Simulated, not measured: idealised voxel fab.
process module | voxel transistor to metal
cross-section cut | 165 nm wide | cells 5 nm
A cross-section is a grid of square cells, given in bands from the top down. A band is one or more rows of cells.
Each band's line starts with the height of the band's top and of its bottom, in nm. Then come its materials from left to right, each with its width in nm. One material with "throughout" fills the band from edge to edge. "air" is empty space.
Height 0 is the level under which the wafer as received is all one material. The lowest band goes on downwards, as in "0 down".
A width such as "30 to 40" changes by the same amount from each row of cells to the next, from the band's top row to its bottom row.
"no change" after a step means that no cell of the cross-section changed.
closed voids: empty space of 8 cells or more with no open way to the top, each as width x height at its distance from the left edge, in nm
after a step's settings: what the simulator itself notes on the step
overlay nm, on a step with a mask: how far to the right of its planned place the mask lay; to the left if negative
plan
1 op RECEIVE | material Si
2 op OXIDIZE | depth nm 5
3 op CONFORMAL_DEP | material SiN | thk nm 10
4 op MASKED_ETCH | tone cover | mask id ACTIVE | width nm 105 | etch materials SiN | depth nm 10 | overlay nm 0
5 op MASKED_ETCH | tone cover | mask id ACTIVE | width nm 105 | etch materials SiO2 | depth nm 5 | overlay nm 0
6 op MASKED_ETCH | tone cover | mask id ACTIVE | width nm 105 | etch materials Si | depth nm 35 | overlay nm 0
7 op FILL_DEP | material SiO2 | thk nm 10
8 op CMP | height nm 10
9 op SELECTIVE_ETCH | etch materials SiO2 | depth nm 5
10 op STRIP | etch materials SiN
11 op SELECTIVE_ETCH | etch materials SiO2 | depth nm 5
12 op OXIDIZE | depth nm 5
13 op DIRECTIONAL_DEP | material polySi | thk nm 20
14 op DIRECTIONAL_DEP | material SiCN | thk nm 10
15 op PATTERN | tone cover | mask id GATE | material resist | width nm 25 | thk nm 20 | overlay nm 0
16 op DIRECTIONAL_ETCH | etch materials SiCN | depth nm 20
17 op DIRECTIONAL_ETCH | etch materials polySi | depth nm 30
18 op STRIP | etch materials resist
19 op CONFORMAL_DEP | material SiN | thk nm 10
20 op DIRECTIONAL_ETCH | etch materials SiN | depth nm 10
21 op DIRECTIONAL_ETCH | etch materials SiO2 | depth nm 5
22 op DIRECTIONAL_ETCH | etch materials Si | depth nm 5
23 op EPI | material nSi | thk nm 10
24 op FILL_DEP | material SiO2 | thk nm 5
25 op CMP | height nm 25
26 op DIRECTIONAL_DEP | material SiO2 | thk nm 15
27 op MASKED_ETCH | tone open | mask id CONTACT | width nm 30 | pitch nm 65 | etch materials SiO2 | depth nm 45 | overlay nm 0
28 op CONFORMAL_DEP | material TiN | thk nm 5
29 op FILL_DEP | material Ru | thk nm 5
30 op CMP | height nm 40
31 op DIRECTIONAL_DEP | material TiN | thk nm 5
32 op DIRECTIONAL_DEP | material W | thk nm 15
33 op DIRECTIONAL_DEP | material aC | thk nm 15
34 op PATTERN | tone cover | mask id METAL_1 | material resist | width nm 20 | pitch nm 75 | thk nm 30 | overlay nm 0
35 op DIRECTIONAL_ETCH | etch materials aC | depth nm 15
36 op STRIP | etch materials resist
37 op DIRECTIONAL_ETCH | etch materials W | depth nm 15
38 op DIRECTIONAL_ETCH | etch materials TiN | depth nm 5
39 op STRIP | etch materials aC
40 op FILL_DEP | material lowk | thk nm 5
41 op CMP | height nm 60
42 op CONFORMAL_DEP | material SiCN | thk nm 5
43 op DIRECTIONAL_DEP | material SiO2 | thk nm 30
44 op MASKED_ETCH | tone open | mask id METAL_2 | width nm 20 | pitch nm 75 | etch materials SiO2 | depth nm 15 | overlay nm 0
45 op MASKED_ETCH | tone open | mask id METAL_2_HOLES | width nm 15 | pitch nm 75 | etch materials SiO2 | depth nm 15 | overlay nm 0
46 op MASKED_ETCH | tone open | mask id METAL_2_HOLES | width nm 15 | pitch nm 75 | etch materials SiCN | depth nm 5 | overlay nm 0
47 op CONFORMAL_DEP | material TiN | thk nm 5
48 op FILL_DEP | material Cu | thk nm 5
49 op CMP | height nm 95
50 op CONFORMAL_DEP | material SiN | thk nm 5
first wafer, as planned
as received, after step 1
  0 down: Si throughout
  closed voids: none
after step 2
  0 to -5: SiO2 throughout
  below -5: unchanged
after step 3
  10 to 0: SiN throughout
  below 0: unchanged
after step 4
  10 to 0: air 30 | SiN 105 | air 30
  below 0: unchanged
after step 5
  10 to 0: air 30 | SiN 105 | air 30
  0 to -5: air 30 | SiO2 105 | air 30
  below -5: unchanged
after step 6
  10 to 0: air 30 | SiN 105 | air 30
  0 to -5: air 30 | SiO2 105 | air 30
  -5 to -40: air 30 | Si 105 | air 30
  below -40: unchanged
after step 7
  20 to 10: SiO2 throughout
  10 to 0: SiO2 30 | SiN 105 | SiO2 30
  0 to -5: SiO2 throughout
  -5 to -40: SiO2 30 | Si 105 | SiO2 30
  below -40: unchanged
after step 8
  10 to 0: SiO2 30 | SiN 105 | SiO2 30
  below 0: unchanged
after step 9
  10 to 5: air 30 | SiN 105 | air 30
  below 5: unchanged
after step 10
  5 to 0: SiO2 30 | air 105 | SiO2 30
  below 0: unchanged
after step 11
  0 to -5: SiO2 25 | air 115 | SiO2 25
  below -5: unchanged
after step 12
  0 to -5: SiO2 25 | air 115 | SiO2 25
  -5 to -10: SiO2 throughout
  below -10: unchanged
after step 13
  20 to 15: polySi 25 | air 115 | polySi 25
  15 to 0: polySi throughout
  0 to -5: SiO2 25 | polySi 115 | SiO2 25
  below -5: unchanged
after step 14
  30 to 25: SiCN 25 | air 115 | SiCN 25
  25 to 20: SiCN throughout
  20 to 15: polySi 25 | SiCN 115 | polySi 25
  below 15: unchanged
after step 15
  50 to 30: air 70 | resist 25 | air 70
  30 to 25: SiCN 25 | air 45 | resist 25 | air 45 | SiCN 25
  below 25: unchanged
after step 16
  50 to 25: air 70 | resist 25 | air 70
  25 to 20: air 70 | SiCN 25 | air 70
  20 to 15: polySi 25 | air 45 | SiCN 25 | air 45 | polySi 25
  below 15: unchanged
after step 17
  50 to 25: air 70 | resist 25 | air 70
  25 to 15: air 70 | SiCN 25 | air 70
  15 to 0: air 70 | polySi 25 | air 70
  0 to -5: SiO2 25 | air 45 | polySi 25 | air 45 | SiO2 25
  below -5: unchanged
after step 18
  25 to 15: air 70 | SiCN 25 | air 70
  below 15: unchanged
after step 19
  35 to 25: air 60 | SiN 45 | air 60
  25 to 15: air 60 | SiN 10 | SiCN 25 | SiN 10 | air 60
  15 to 10: air 60 | SiN 10 | polySi 25 | SiN 10 | air 60
  10 to 5: SiN 35 | air 25 | SiN 10 | polySi 25 | SiN 10 | air 25 | SiN 35
  5 to 0: SiN 70 | polySi 25 | SiN 70
  0 to -5: SiO2 25 | SiN 45 | polySi 25 | SiN 45 | SiO2 25
  below -5: unchanged
after step 20
  25 to 15: air 60 | SiN 10 | SiCN 25 | SiN 10 | air 60
  15 to 0: air 60 | SiN 10 | polySi 25 | SiN 10 | air 60
  0 to -5: SiO2 25 | SiN 10 | air 25 | SiN 10 | polySi 25 | SiN 10 | air 25 | SiN 10 | SiO2 25
  below -5: unchanged
after step 21
  25 to 15: air 60 | SiN 10 | SiCN 25 | SiN 10 | air 60
  15 to 0: air 60 | SiN 10 | polySi 25 | SiN 10 | air 60
  0 to -5: air 25 | SiN 10 | air 25 | SiN 10 | polySi 25 | SiN 10 | air 25 | SiN 10 | air 25
  -5 to -10: SiO2 35 | air 25 | SiO2 45 | air 25 | SiO2 35
  below -10: unchanged
after step 22
  25 to 15: air 60 | SiN 10 | SiCN 25 | SiN 10 | air 60
  15 to 0: air 60 | SiN 10 | polySi 25 | SiN 10 | air 60
  0 to -5: air 25 | SiN 10 | air 25 | SiN 10 | polySi 25 | SiN 10 | air 25 | SiN 10 | air 25
  -5 to -10: SiO2 35 | air 25 | SiO2 45 | air 25 | SiO2 35
  -10 to -15: SiO2 30 | Si 5 | air 25 | Si 45 | air 25 | Si 5 | SiO2 30
  below -15: unchanged
after step 23
  25 to 15: air 60 | SiN 10 | SiCN 25 | SiN 10 | air 60
  15 to 0: air 60 | SiN 10 | polySi 25 | SiN 10 | air 60
  0 to -5: air 25 | SiN 10 | nSi 10 | air 5 | nSi 10 | SiN 10 | polySi 25 | SiN 10 | nSi 10 | air 5 | nSi 10 | SiN 10 | air 25
  -5 to -10: SiO2 35 | nSi 25 | SiO2 45 | nSi 25 | SiO2 35
  -10 to -15: SiO2 30 | Si 5 | nSi 25 | Si 45 | nSi 25 | Si 5 | SiO2 30
  below -15: unchanged
after step 24
  30 to 25: SiO2 throughout
  25 to 15: SiO2 60 | SiN 10 | SiCN 25 | SiN 10 | SiO2 60
  15 to 0: SiO2 60 | SiN 10 | polySi 25 | SiN 10 | SiO2 60
  0 to -5: SiO2 25 | SiN 10 | nSi 10 | SiO2 5 | nSi 10 | SiN 10 | polySi 25 | SiN 10 | nSi 10 | SiO2 5 | nSi 10 | SiN 10 | SiO2 25
  below -5: unchanged
after step 25
  25 to 15: SiO2 60 | SiN 10 | SiCN 25 | SiN 10 | SiO2 60
  below 15: unchanged
after step 26
  40 to 25: SiO2 throughout
  below 25: unchanged
after step 27
  40 to 25: SiO2 35 | air 30 | SiO2 35 | air 30 | SiO2 35
  25 to 15: SiO2 35 | air 25 | SiN 10 | SiCN 25 | SiN 10 | air 25 | SiO2 35
  15 to 0: SiO2 35 | air 25 | SiN 10 | polySi 25 | SiN 10 | air 25 | SiO2 35
  0 to -5: SiO2 25 | SiN 10 | nSi 10 | air 5 | nSi 10 | SiN 10 | polySi 25 | SiN 10 | nSi 10 | air 5 | nSi 10 | SiN 10 | SiO2 25
  below -5: unchanged
after step 28
  45 to 40: TiN 40 | air 20 | TiN 45 | air 20 | TiN 40
  40 to 30: SiO2 35 | TiN 5 | air 20 | TiN 5 | SiO2 35 | TiN 5 | air 20 | TiN 5 | SiO2 35
  30 to 25: SiO2 35 | TiN 5 | air 15 | TiN 10 | SiO2 35 | TiN 10 | air 15 | TiN 5 | SiO2 35
  25 to 15: SiO2 35 | TiN 5 | air 15 | TiN 5 | SiN 10 | SiCN 25 | SiN 10 | TiN 5 | air 15 | TiN 5 | SiO2 35
  15 to 5: SiO2 35 | TiN 5 | air 15 | TiN 5 | SiN 10 | polySi 25 | SiN 10 | TiN 5 | air 15 | TiN 5 | SiO2 35
  5 to 0: SiO2 35 | TiN 25 | SiN 10 | polySi 25 | SiN 10 | TiN 25 | SiO2 35
  0 to -5: SiO2 25 | SiN 10 | nSi 10 | TiN 5 | nSi 10 | SiN 10 | polySi 25 | SiN 10 | nSi 10 | TiN 5 | nSi 10 | SiN 10 | SiO2 25
  below -5: unchanged
after step 29
  50 to 45: Ru throughout
  45 to 40: TiN 40 | Ru 20 | TiN 45 | Ru 20 | TiN 40
  40 to 30: SiO2 35 | TiN 5 | Ru 20 | TiN 5 | SiO2 35 | TiN 5 | Ru 20 | TiN 5 | SiO2 35
  30 to 25: SiO2 35 | TiN 5 | Ru 15 | TiN 10 | SiO2 35 | TiN 10 | Ru 15 | TiN 5 | SiO2 35
  25 to 15: SiO2 35 | TiN 5 | Ru 15 | TiN 5 | SiN 10 | SiCN 25 | SiN 10 | TiN 5 | Ru 15 | TiN 5 | SiO2 35
  15 to 5: SiO2 35 | TiN 5 | Ru 15 | TiN 5 | SiN 10 | polySi 25 | SiN 10 | TiN 5 | Ru 15 | TiN 5 | SiO2 35
  below 5: unchanged
after step 30
  40 to 30: SiO2 35 | TiN 5 | Ru 20 | TiN 5 | SiO2 35 | TiN 5 | Ru 20 | TiN 5 | SiO2 35
  below 30: unchanged
after step 31
  45 to 40: TiN throughout
  below 40: unchanged
after step 32
  60 to 45: W throughout
  below 45: unchanged
after step 33
  75 to 60: aC throughout
  below 60: unchanged
after step 34
  105 to 75: air 35 | resist 20 | air 55 | resist 20 | air 35
  below 75: unchanged
after step 35
  90 to 75: air 35 | resist 20 | air 55 | resist 20 | air 35
  75 to 60: air 35 | aC 20 | air 55 | aC 20 | air 35
  below 60: unchanged
after step 36
  75 to 60: air 35 | aC 20 | air 55 | aC 20 | air 35
  below 60: unchanged
after step 37
  75 to 60: air 35 | aC 20 | air 55 | aC 20 | air 35
  60 to 45: air 35 | W 20 | air 55 | W 20 | air 35
  below 45: unchanged
after step 38
  75 to 60: air 35 | aC 20 | air 55 | aC 20 | air 35
  60 to 45: air 35 | W 20 | air 55 | W 20 | air 35
  45 to 40: air 35 | TiN 20 | air 55 | TiN 20 | air 35
  below 40: unchanged
after step 39
  60 to 45: air 35 | W 20 | air 55 | W 20 | air 35
  below 45: unchanged
after step 40
  65 to 60: lowk throughout
  60 to 45: lowk 35 | W 20 | lowk 55 | W 20 | lowk 35
  45 to 40: lowk 35 | TiN 20 | lowk 55 | TiN 20 | lowk 35
  below 40: unchanged
after step 41
  60 to 45: lowk 35 | W 20 | lowk 55 | W 20 | lowk 35
  below 45: unchanged
after step 42
  65 to 60: SiCN throughout
  below 60: unchanged
after step 43
  95 to 65: SiO2 throughout
  below 65: unchanged
after step 44
  95 to 80: SiO2 35 | air 20 | SiO2 55 | air 20 | SiO2 35
  below 80: unchanged
after step 45
  95 to 80: SiO2 35 | air 20 | SiO2 55 | air 20 | SiO2 35
  80 to 65: SiO2 35 | air 15 | SiO2 60 | air 15 | SiO2 40
  below 65: unchanged
after step 46
  95 to 80: SiO2 35 | air 20 | SiO2 55 | air 20 | SiO2 35
  80 to 65: SiO2 35 | air 15 | SiO2 60 | air 15 | SiO2 40
  65 to 60: SiCN 35 | air 15 | SiCN 60 | air 15 | SiCN 40
  below 60: unchanged
after step 47
  100 to 95: TiN 40 | air 10 | TiN 65 | air 10 | TiN 40
  95 to 85: SiO2 35 | TiN 5 | air 10 | TiN 5 | SiO2 55 | TiN 5 | air 10 | TiN 5 | SiO2 35
  85 to 80: SiO2 35 | TiN 5 | air 5 | TiN 10 | SiO2 55 | TiN 5 | air 5 | TiN 10 | SiO2 35
  80 to 65: SiO2 35 | TiN 5 | air 5 | TiN 5 | SiO2 60 | TiN 5 | air 5 | TiN 5 | SiO2 40
  65 to 60: SiCN 35 | TiN 15 | SiCN 60 | TiN 15 | SiCN 40
  below 60: unchanged
after step 48
  105 to 100: Cu throughout
  100 to 95: TiN 40 | Cu 10 | TiN 65 | Cu 10 | TiN 40
  95 to 85: SiO2 35 | TiN 5 | Cu 10 | TiN 5 | SiO2 55 | TiN 5 | Cu 10 | TiN 5 | SiO2 35
  85 to 80: SiO2 35 | TiN 5 | Cu 5 | TiN 10 | SiO2 55 | TiN 5 | Cu 5 | TiN 10 | SiO2 35
  80 to 65: SiO2 35 | TiN 5 | Cu 5 | TiN 5 | SiO2 60 | TiN 5 | Cu 5 | TiN 5 | SiO2 40
  below 65: unchanged
after step 49
  95 to 85: SiO2 35 | TiN 5 | Cu 10 | TiN 5 | SiO2 55 | TiN 5 | Cu 10 | TiN 5 | SiO2 35
  below 85: unchanged
after step 50
  100 to 95: SiN throughout
  below 95: unchanged
second wafer: like start, like plan, one mistake. Through step 49 it matches the first wafer
when step 50 should have ended
  100 to 95: polySi throughout
  below 95: unchanged
what went wrong: step 50 ran as: op CONFORMAL_DEP | material polySi | thk nm 5
at the end the second wafer has, in cells: 33 fewer of SiN | 33 more of polySi
